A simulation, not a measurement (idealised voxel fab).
Process module, titled voxel transistor to metal
This is section cut - it's 180 nm across, gridded in 5 nm square cells.
Format of a cross-section: grid, square cells. Given as bands. Order: top down. Band: one or more rows of cells.
What a band's entry tells you: where the top is and where the bottom is, as heights in nm, and after that what lies inside, material by material from left to right, each with its width in nm. Empty space is written as the word "air", and a single material marked with the word "all across" occupies the band from edge to edge.
Heights from 0 (as-received wafer is one material below). Bottom band endless downward, as "0 -> down".
When a width is written as two numbers, as in "30 to 40", the first number is the width in the top row of cells of the band and the second is the width in its bottom row, and the width changes by the same amount from each row to the next.
Any step labelled "changes: none" changed none of the cells in the cross-section.
Empty spaces counting at least 8 cells and having no open way to the top are listed in "closed voids". The notation width x height at distance is used for each, the distance being from the left edge and all three values in nm.
Post-settings text on a step line: simulator's own remark regarding the step.
"overlay nm" denotes, for a step that has a mask, the displacement of the mask to the right of its planned place, with negative values corresponding to the left.

# Planned step list for the process
1 RECEIVE, material Si
2 CONFORMAL_DEP, material SiO2, thk nm 5
3 CONFORMAL_DEP, material SiN, thk nm 10
4 PATTERN, tone cover, mask id ACTIVE, material resist, width nm 105, thk nm 20, overlay nm 0
5 DIRECTIONAL_ETCH, etch materials SiN, depth nm 10
6 DIRECTIONAL_ETCH, etch materials SiO2, depth nm 5
7 DIRECTIONAL_ETCH, etch materials Si, depth nm 20
8 STRIP, etch materials resist
9 OXIDIZE, depth nm 5
10 FILL_DEP, material SiO2, thk nm 10
11 CMP, height nm 15
12 SELECTIVE_ETCH, etch materials SiO2, depth nm 5
13 STRIP, etch materials SiN
14 SELECTIVE_ETCH, etch materials SiO2, depth nm 5
15 OXIDIZE, depth nm 5
16 DIRECTIONAL_DEP, material polySi, thk nm 20
17 DIRECTIONAL_DEP, material SiCN, thk nm 10
18 PATTERN, tone cover, mask id GATE, material resist, width nm 25, thk nm 20, overlay nm 0
19 DIRECTIONAL_ETCH, etch materials SiCN, depth nm 20
20 DIRECTIONAL_ETCH, etch materials polySi, depth nm 30
21 STRIP, etch materials resist
22 CONFORMAL_DEP, material SiN, thk nm 10
23 DIRECTIONAL_ETCH, etch materials SiN, depth nm 10
24 DIRECTIONAL_ETCH, etch materials SiO2, depth nm 5
25 DIRECTIONAL_ETCH, etch materials Si, depth nm 10
26 EPI, material nSi, thk nm 10
27 FILL_DEP, material SiO2, thk nm 10
28 CMP, height nm 30
29 DIRECTIONAL_DEP, material SiO2, thk nm 10
30 DIRECTIONAL_DEP, material aC, thk nm 15
31 PATTERN, tone open, mask id CONTACT, material resist, width nm 25, pitch nm 60, thk nm 35, overlay nm 0
32 DIRECTIONAL_ETCH, etch materials aC, depth nm 15
33 STRIP, etch materials resist
34 DIRECTIONAL_ETCH, etch materials SiO2, depth nm 45
35 STRIP, etch materials aC
36 CONFORMAL_DEP, material TiN, thk nm 5
37 FILL_DEP, material Ru, thk nm 10
38 CMP, height nm 40
39 DIRECTIONAL_DEP, material TiN, thk nm 5
40 DIRECTIONAL_DEP, material W, thk nm 25
41 DIRECTIONAL_DEP, material aC, thk nm 15
42 PATTERN, tone cover, mask id METAL_1, material resist, width nm 15, pitch nm 70, thk nm 35, overlay nm 0
43 DIRECTIONAL_ETCH, etch materials aC, depth nm 15
44 STRIP, etch materials resist
45 DIRECTIONAL_ETCH, etch materials W, depth nm 25
46 DIRECTIONAL_ETCH, etch materials TiN, depth nm 5
47 STRIP, etch materials aC
48 CONFORMAL_DEP, material SiN, thk nm 5
49 FILL_DEP, material lowk, thk nm 10
50 CMP, height nm 70
51 CONFORMAL_DEP, material SiCN, thk nm 5
52 DIRECTIONAL_DEP, material lowk, thk nm 30
53 DIRECTIONAL_DEP, material aC, thk nm 15
54 PATTERN, tone open, mask id METAL_2, material resist, width nm 15, pitch nm 70, thk nm 35, overlay nm 0
55 DIRECTIONAL_ETCH, etch materials aC, depth nm 15
56 STRIP, etch materials resist
57 DIRECTIONAL_ETCH, etch materials lowk, depth nm 15
58 STRIP, etch materials aC
59 MASKED_ETCH, tone open, mask id METAL_2_HOLES, width nm 15, pitch nm 70, etch materials lowk, depth nm 15, overlay nm 0
60 MASKED_ETCH, tone open, mask id METAL_2_HOLES, width nm 15, pitch nm 70, etch materials SiCN, depth nm 5, overlay nm 0
61 CONFORMAL_DEP, material TiN, thk nm 5
62 FILL_DEP, material Cu, thk nm 10
63 CMP, height nm 105
64 CONFORMAL_DEP, material SiCN, thk nm 5

# Cross-section of the wafer as it came to us, i.e., already through step 1
> 0 -> down  Si all across
> closed voids: none

# This is how the wafer looks in cross-section once the module is done, given the starting state and plan above and one mistake in carrying the plan out
> 110 -> 105  SiCN all across
> 105 -> 75  45 of lowk, 5 of TiN, 5 of Cu, 5 of TiN, 55 of lowk, 5 of TiN, 5 of Cu, 5 of TiN, 50 of lowk
> 75 -> 70  45 of SiCN, 15 of TiN, 55 of SiCN, 15 of TiN, 50 of SiCN
> 70 -> 45  35 of lowk, 5 of SiN, 25 of W, 5 of SiN, 35 of lowk, 5 of SiN, 25 of W, 5 of SiN, 40 of lowk
> 45 -> 40  40 of SiN, 25 of TiN, 45 of SiN, 25 of TiN, 45 of SiN
> 40 -> 30  45 of SiO2, 5 of TiN, 15 to 10 of Ru, 5 to 10 of TiN, 35 of SiO2, 5 to 10 of TiN, 15 to 10 of Ru, 5 of TiN, 50 of SiO2
> 30 -> 20  45 of SiO2, 5 of TiN, 10 of Ru, 5 of TiN, 10 of SiN, 25 of SiCN, 10 of SiN, 5 of TiN, 10 of Ru, 5 of TiN, 50 of SiO2
> 20 -> 10  45 of SiO2, 5 of TiN, 10 of Ru, 5 of TiN, 10 of SiN, 25 of polySi, 10 of SiN, 5 of TiN, 10 of Ru, 5 of TiN, 50 of SiO2
> 10 -> 5  45 of SiO2, 20 of TiN, 10 of SiN, 25 of polySi, 10 of SiN, 20 of TiN, 50 of SiO2
> 5 -> 0  30 of SiO2, 10 of SiN, 5 of SiO2, 10 of TiN, 10 of nSi, 10 of SiN, 25 of polySi, 10 of SiN, 10 of nSi, 10 of TiN, 5 of SiO2, 10 of SiN, 35 of SiO2
> 0 -> -5  45 of SiO2, 10 of TiN, 10 of nSi, 45 of SiO2, 10 of nSi, 10 of TiN, 50 of SiO2
> -5 -> -15  40 of SiO2, 25 of nSi, 45 of Si, 25 of nSi, 45 of SiO2
> -15 -> -25  40 of SiO2, 95 of Si, 45 of SiO2
> -25 -> down  Si all across
> closed voids: none
What was the processing mistake? in deviation from the planned setting, step 42 was conducted as PATTERN, tone cover, mask id METAL_1, material resist, width nm 25, pitch nm 70, thk nm 35, overlay nm 0
